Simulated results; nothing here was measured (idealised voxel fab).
Proc. module: voxel ribs on slabs
cross-section cut | 265 nm wide | cells 5 nm
Cross-section = grid of square cells, listed top down in bands; band = one or more rows. Quick guide to a band line: top height, bottom height (nm) up front; then every material left to right with its width in nm. Only one material and it's marked "everywhere"? Then it fills the band edge to edge. And "air" just means empty space. Height 0 is the level under which the wafer as received is all one material. The lowest band goes on downwards, as in "from 0 down". It should be noted that a width expressed as "30 to 40" varies in equal increments from row to row of cells within the band, taking the value of the first number at the top row and that of the second number at the bottom row. Given "nothing different" for a step, no cell of the cross-section differs between before and after that step. "Sealed-off cavities" means: voids of 8 cells or more that are shut off from the top with no open way through. Written width x height at distance, distance from the left edge, in nm. Whatever follows a step's settings on its line is a remark the simulator itself makes about that step. A step line may carry the setting "overlay nm", which, for steps involving a mask, states the distance by which the mask lay to the right of its intended position; negative values denote displacement to the left.
[plan]
1 RECEIVE, material Si
2 DIRECTIONAL_DEP, material SiO2, thk nm 30
3 DIRECTIONAL_DEP, material SiN, thk nm 15
4 PATTERN, tone cover, mask id RIB, material resist, width nm 20, thk nm 20, overlay nm 0
5 DIRECTIONAL_ETCH, etch materials SiN, depth nm 10
6 STRIP, etch materials resist
7 PATTERN, tone cover, mask id SLAB, material resist, width nm 80, thk nm 20, overlay nm 0
8 DIRECTIONAL_ETCH, etch materials SiN, depth nm 5
9 STRIP, etch materials resist
10 FILL_DEP, material SiO2, thk nm 20
11 CMP, height nm 55
12 DIRECTIONAL_DEP, material W, thk nm 5
13 DIRECTIONAL_DEP, material aC, thk nm 15
14 PATTERN, tone cover, mask id HEATER, material resist, width nm 30, thk nm 30, overlay nm 0
15 DIRECTIONAL_ETCH, etch materials aC, depth nm 15
16 STRIP, etch materials resist
17 DIRECTIONAL_ETCH, etch materials W, depth nm 5
18 STRIP, etch materials aC
19 CONFORMAL_DEP, material SiO2, thk nm 10
[Incoming wafer, cross-sectional view, post step 1]
- from 0 down  Si everywhere
- Sealed-off cavities: none
[Here's the cross-section of the first of our two wafers at the end of the module - it ran as planned]
- from 70 to 65  air 105 nm / SiO2 50 nm / air 110 nm
- from 65 to 60  SiO2 everywhere
- from 60 to 55  SiO2 115 nm / W 30 nm / SiO2 120 nm
- from 55 to 45  SiO2 everywhere
- from 45 to 35  SiO2 120 nm / SiN 20 nm / SiO2 125 nm
- from 35 to 30  SiO2 90 nm / SiN 80 nm / SiO2 95 nm
- from 30 to 0  SiO2 everywhere
- from 0 down  Si everywhere
- Sealed-off cavities: none
[This is the second of the two wafers, cross-sectioned at the end of the module; it started exactly like the first and was given the same plan, but it was run with one mistake]
- from 70 to 65  air 105 nm / SiO2 50 nm / air 110 nm
- from 65 to 60  SiO2 everywhere
- from 60 to 55  SiO2 115 nm / W 30 nm / SiO2 120 nm
- from 55 to 45  SiO2 everywhere
- from 45 to 35  SiO2 120 nm / SiN 20 nm / SiO2 125 nm
- from 35 to 30  SiO2 90 nm / SiN 80 nm / SiO2 95 nm
- from 30 to 0  aC everywhere
- from 0 down  Si everywhere
- Sealed-off cavities: none
What was done differently from what was planned? off-plan run, step 2, actual operation and settings DIRECTIONAL_DEP, material aC, thk nm 30
Wafer comparison, final, in cells, second relative to first, materials more or fewer: SiO2: 318 fewer | aC: 318 more
